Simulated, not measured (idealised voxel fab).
process module | voxel self aligned vias
cross-section cut | 170 nm wide | cells 5 nm
A cross-section is a grid of square cells, given in bands from the top down. A band is one or more rows of cells.
Each band's line starts with the height of the band's top and of its bottom, in nm. Then come its materials from left to right, each with its width in nm. One material with "throughout" fills the band from edge to edge. "air" is empty space.
Height 0 is the level under which the wafer as received is all one material. The lowest band goes on downwards, as in "0 down".
A width such as "30 to 40" changes by the same amount from each row of cells to the next, from the band's top row to its bottom row.
"no change" after a step means that no cell of the cross-section changed.
closed voids: empty space of 8 cells or more with no open way to the top, each as width x height at its distance from the left edge, in nm
after a step's settings: what the simulator itself notes on the step
overlay nm, on a step with a mask: how far to the right of its planned place the mask lay; to the left if negative
plan
1 op RECEIVE | material Si
2 op CONFORMAL_DEP | material SiO2 | thk nm 15
3 op CONFORMAL_DEP | material SiCN | thk nm 5
4 op DIRECTIONAL_DEP | material lowk | thk nm 20
5 op PATTERN | tone open | mask id LINES | material resist | width nm 20 | pitch nm 55 | thk nm 20 | overlay nm 0
6 op DIRECTIONAL_ETCH | etch materials lowk | depth nm 20
7 op STRIP | etch materials resist
8 op CONFORMAL_DEP | material TiN | thk nm 5
9 op FILL_DEP | material Ru | thk nm 5
10 op CMP | height nm 40
11 op SELECTIVE_ETCH | etch materials W Ru TiN | depth nm 10
12 op FILL_DEP | material SiN | thk nm 10
13 op CMP | height nm 40
14 op DIRECTIONAL_DEP | material lowk | thk nm 20
15 op MASKED_ETCH | tone open | mask id VIAS | width nm 30 | pitch nm 110 | etch materials lowk | depth nm 20 | overlay nm 0
16 op MASKED_ETCH | tone open | mask id VIAS | width nm 30 | pitch nm 110 | etch materials SiN | depth nm 10 | overlay nm 0
17 op CONFORMAL_DEP | material TiN | thk nm 5
18 op FILL_DEP | material Ru | thk nm 10
19 op CMP | height nm 60
20 op CONFORMAL_DEP | material SiN | thk nm 5
as received, after step 1
  0 down: Si throughout
  closed voids: none
first wafer at the end, as planned
  65 to 60: SiN throughout
  60 to 45: lowk 15 | TiN 5 | Ru 20 | TiN 5 | lowk 80 | TiN 5 | Ru 20 | TiN 5 | lowk 15
  45 to 40: lowk 15 | TiN 10 | Ru 10 | TiN 10 | lowk 80 | TiN 10 | Ru 10 | TiN 10 | lowk 15
  40 to 35: lowk 20 | TiN 5 | Ru 10 | TiN 5 | lowk 35 | SiN 20 | lowk 35 | TiN 5 | Ru 10 | TiN 5 | lowk 20
  35 to 30: lowk 20 | TiN 20 | lowk 35 | SiN 20 | lowk 35 | TiN 20 | lowk 20
  30 to 25: lowk 20 | TiN 5 | Ru 10 | TiN 5 | lowk 35 | TiN 5 | Ru 10 | TiN 5 | lowk 35 | TiN 5 | Ru 10 | TiN 5 | lowk 20
  25 to 20: lowk 20 | TiN 20 | lowk 35 | TiN 20 | lowk 35 | TiN 20 | lowk 20
  20 to 15: SiCN throughout
  15 to 0: SiO2 throughout
  0 down: Si throughout
  closed voids: none
second wafer at the end: like start, like plan, one mistake
  65 to 60: SiN throughout
  60 to 45: lowk 15 | TiN 5 | Ru 20 | TiN 5 | lowk 80 | TiN 5 | Ru 20 | TiN 5 | lowk 15
  45 to 40: lowk 15 | TiN 10 | Ru 10 | TiN 10 | lowk 80 | TiN 10 | Ru 10 | TiN 10 | lowk 15
  40 to 35: lowk 20 | TiN 20 | lowk 35 | SiN 20 | lowk 35 | TiN 20 | lowk 20
  35 to 30: SiCN throughout
  30 to 0: SiO2 throughout
  0 down: Si throughout
  closed voids: none
what went wrong: step 2 was run twice
at the end the second wafer has, in cells: 10 fewer of Ru | 4 fewer of SiN | 102 more of SiO2 | 22 fewer of TiN | 66 fewer of lowk
